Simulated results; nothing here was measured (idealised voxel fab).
Process module, titled voxel tone inversion
FYI the section here is cut, 190 nm wide, cells are 5 nm squares.
A cross-section is a grid of square cells, given in bands from the top down. A band is one or more rows of cells.
It is stipulated that each band's entry specify, in nanometres, the height of the top of the band and then that of its bottom, followed by the materials of the band in left-to-right sequence, each together with its width in nanometres. A single material marked by the word "everywhere" is understood to fill the band from edge to edge; the word "empty" is understood to denote empty space.
Beneath 0, the wafer as received is one material, and that level is where height counting begins. The lowest band goes on downward without a bottom; it is written like "0..down".
Width: "30 to 40" (first number = top row, second number = bottom row, same change from row to row of cells).
Given "no change" for a step, no cell of the cross-section differs between before and after that step.
The label "Sealed internal voids" introduces a list of the empty spaces, 8 cells or larger, that have no open way up to the top; each entry in it reads width x height at distance, where the distance is taken from the left edge and all three are stated in nm.
Heads up: the bit after the settings on a step's line is the simulator's remark on that step.
overlay nm: on a step with a mask, how far right of its planned place the mask lay; negative means left.

The following list gives the planned process steps:
step 1: RECEIVE: material Si
step 2: CONFORMAL_DEP: material SiN, thk nm 5
step 3: DIRECTIONAL_DEP: material polySi, thk nm 15
step 4: PATTERN: tone cover, mask id POSTS, material resist, width nm 15, pitch nm 45, thk nm 25, overlay nm 0
step 5: DIRECTIONAL_ETCH: etch materials polySi, depth nm 15
step 6: STRIP: etch materials resist
step 7: FILL_DEP: material SiO2, thk nm 5
step 8: CMP: height nm 20
step 9: STRIP: etch materials polySi

Cross-section of the wafer upon arrival, representing the state reached after step 1:
* 0..down: Si everywhere
* Sealed internal voids: none

Here's the cross-section of the first of our two wafers at the end of the module - it ran as planned:
* 20..5: SiO2: 40 / empty: 15 / SiO2: 30 / empty: 15 / SiO2: 30 / empty: 15 / SiO2: 45
* 5..0: SiN everywhere
* 0..down: Si everywhere
* Sealed internal voids: none

Cross-sectional image of the second wafer of the two following completion of the module. Starting state and process plan were the same as for the first wafer; one execution error occurred:
* 20..5: SiO2: 30 / empty: 15 / SiO2: 30 / empty: 15 / SiO2: 30 / empty: 15 / SiO2: 55
* 5..0: SiN everywhere
* 0..down: Si everywhere
* Sealed internal voids: none
Run error: planned and actual differ for step 4; actual: PATTERN: tone cover, mask id POSTS, material resist, width nm 15, pitch nm 45, thk nm 25, overlay nm -10
Heads up: at the end the two wafers have identical cell counts per material, they're just laid out differently.
